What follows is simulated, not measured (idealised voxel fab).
Process module name: voxel air gaps
Section cut is 175 nm wide and gridded with 5 nm square cells.
Cross-sections here: square-cell grids, written as top-down lists of bands, a band being one or more rows of cells. Read a band's entry like this: the first values are the height of its top and the height of its bottom in nm, and what follows is the sequence of materials from left to right, each with its width in nm. Note that "blank" is empty space, and that a single material marked "everywhere" reaches across the band from edge to edge. Below 0: as-received wafer, all one material; heights counted from there. Lowest band: no bottom, goes on down, written "0 -> down". It should be noted that a width expressed as "30 to 40" varies in equal increments from row to row of cells within the band, taking the value of the first number at the top row and that of the second number at the bottom row. Step note "no change occurred" = no cross-section cell changed. The list in "Closed void listing" covers empty spaces of 8 cells or more that cannot reach the top through any open way, and it gives each as width x height at distance; the distance is from the left edge, and width, height and distance are in nm. Note: text after step settings on the step line = simulator remark on that step. overlay nm: where the mask lay relative to plan, measured to the right, on steps with a mask; negatives go left.
[Intended process steps]
step 1: RECEIVE (material Si)
step 2: CONFORMAL_DEP (material SiO2; thk nm 15)
step 3: CONFORMAL_DEP (material SiN; thk nm 5)
step 4: DIRECTIONAL_DEP (material SiO2; thk nm 40)
step 5: MASKED_ETCH (tone open; mask id LINES; width nm 25; pitch nm 50; etch materials SiO2; depth nm 40; overlay nm 0)
step 6: CONFORMAL_DEP (material TiN; thk nm 5)
step 7: FILL_DEP (material Cu; thk nm 10)
step 8: CMP (height nm 60)
step 9: EPI (material Ru; thk nm 10)
step 10: SELECTIVE_ETCH (etch materials SiO2; depth nm 50)
step 11: CONFORMAL_DEP (material SiCN; thk nm 5)
Variable across wafers: step 3 thk nm (plan value is that of the first wafer; starting state common to all).
[The first of several wafers in cross-section, exactly as it reached us after step 1]
    0 -> down | Si everywhere
    Closed void listing: none
[The first of several wafers, seen in cross-section after the module's last step, step 11]
    75 -> 70 | 10 blank  155 SiCN  10 blank
    70 -> 60 | 10 blank  5 SiCN  45 Ru  5 SiCN  45 Ru  5 SiCN  45 Ru  5 SiCN  10 blank
    60 -> 55 | 10 blank  15 SiCN  5 TiN  15 Cu  5 TiN  25 SiCN  5 TiN  15 Cu  5 TiN  25 SiCN  5 TiN  15 Cu  5 TiN  15 SiCN  10 blank
    55 -> 25 | 20 blank  5 SiCN  5 TiN  15 Cu  5 TiN  5 SiCN  15 blank  5 SiCN  5 TiN  15 Cu  5 TiN  5 SiCN  15 blank  5 SiCN  5 TiN  15 Cu  5 TiN  5 SiCN  20 blank
    25 -> 20 | 25 SiCN  25 TiN  25 SiCN  25 TiN  25 SiCN  25 TiN  25 SiCN
    20 -> 15 | SiN everywhere
    15 -> 0 | SiO2 everywhere
    0 -> down | Si everywhere
    Closed void listing: 15 x 30 at 55; 15 x 30 at 105
[Showing the last wafer in cross-section at the end of the module]
    75 -> 70 | 10 blank  155 SiCN  10 blank
    70 -> 60 | 10 blank  5 SiCN  45 Ru  5 SiCN  45 Ru  5 SiCN  45 Ru  5 SiCN  10 blank
    60 -> 55 | 10 blank  15 SiCN  5 TiN  15 Cu  5 TiN  25 SiCN  5 TiN  15 Cu  5 TiN  25 SiCN  5 TiN  15 Cu  5 TiN  15 SiCN  10 blank
    55 -> 40 | 20 blank  5 SiCN  5 TiN  15 Cu  5 TiN  5 SiCN  15 blank  5 SiCN  5 TiN  15 Cu  5 TiN  5 SiCN  15 blank  5 SiCN  5 TiN  15 Cu  5 TiN  5 SiCN  20 blank
    40 -> 35 | 25 SiCN  25 TiN  25 SiCN  25 TiN  25 SiCN  25 TiN  25 SiCN
    35 -> 15 | SiN everywhere
    15 -> 0 | SiO2 everywhere
    0 -> down | Si everywhere
    Closed void listing: 15 x 15 at 55; 15 x 15 at 105
[Heads up, this table goes wafer by wafer. A row tells you, at the end of the module, how many cells of each material that wafer has put on (+) or dropped (-) since it was received, and then its closed voids]
thk nm 5, +63 Cu, +54 Ru, +111 SiCN, +35 SiN, +105 SiO2, +57 TiN, Closed void listing: 15 x 30 at 55; 15 x 30 at 105
thk nm 10, +54 Cu, +54 Ru, +105 SiCN, +70 SiN, +105 SiO2, +51 TiN, Closed void listing: 15 x 25 at 55; 15 x 25 at 105
thk nm 15, +45 Cu, +54 Ru, +99 SiCN, +105 SiN, +105 SiO2, +45 TiN, Closed void listing: 15 x 20 at 55; 15 x 20 at 105
thk nm 20, +36 Cu, +54 Ru, +93 SiCN, +140 SiN, +105 SiO2, +39 TiN, Closed void listing: 15 x 15 at 55; 15 x 15 at 105
